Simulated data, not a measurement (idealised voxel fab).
process module | voxel plated lines
cross-section cut | 245 nm wide | cells 5 nm
A cross-section is a grid of square cells, given in bands from the top down. A band is one or more rows of cells.
Each band's line starts with the height of the band's top and of its bottom, in nm. Then come its materials from left to right, each with its width in nm. One material with "throughout" fills the band from edge to edge. "air" is empty space.
Height 0 is the level under which the wafer as received is all one material. The lowest band goes on downwards, as in "0 down".
A width such as "30 to 40" changes by the same amount from each row of cells to the next, from the band's top row to its bottom row.
"no change" after a step means that no cell of the cross-section changed.
closed voids: empty space of 8 cells or more with no open way to the top, each as width x height at its distance from the left edge, in nm
after a step's settings: what the simulator itself notes on the step
overlay nm, on a step with a mask: how far to the right of its planned place the mask lay; to the left if negative
plan
1 op RECEIVE | material Si
2 op CONFORMAL_DEP | material SiO2 | thk nm 10
3 op DIRECTIONAL_DEP | material TiN | thk nm 5
4 op PATTERN | tone open | mask id LINES | material resist | width nm 25 | pitch nm 55 | thk nm 15 | overlay nm 0
5 op EPI | material Ru | thk nm 10
6 op STRIP | etch materials resist
7 op DIRECTIONAL_ETCH | etch materials TiN | depth nm 5
8 op CONFORMAL_DEP | material SiCN | thk nm 10
varied across the wafers: thk nm of step 3. The plan shows the first wafer's value. All wafers start alike
first wafer as received, after step 1
  0 down: Si throughout
  closed voids: none
each wafer at the end: cells of each material gained (+) or lost (-) since it was received, then its closed voids
thk nm 5 | +20 Ru | +122 SiCN | +98 SiO2 | +10 TiN | closed voids: none
thk nm 10 | +20 Ru | +122 SiCN | +98 SiO2 | +59 TiN | closed voids: none
thk nm 15 | +20 Ru | +122 SiCN | +98 SiO2 | +108 TiN | closed voids: none
thk nm 20 | +20 Ru | +122 SiCN | +98 SiO2 | +157 TiN | closed voids: none
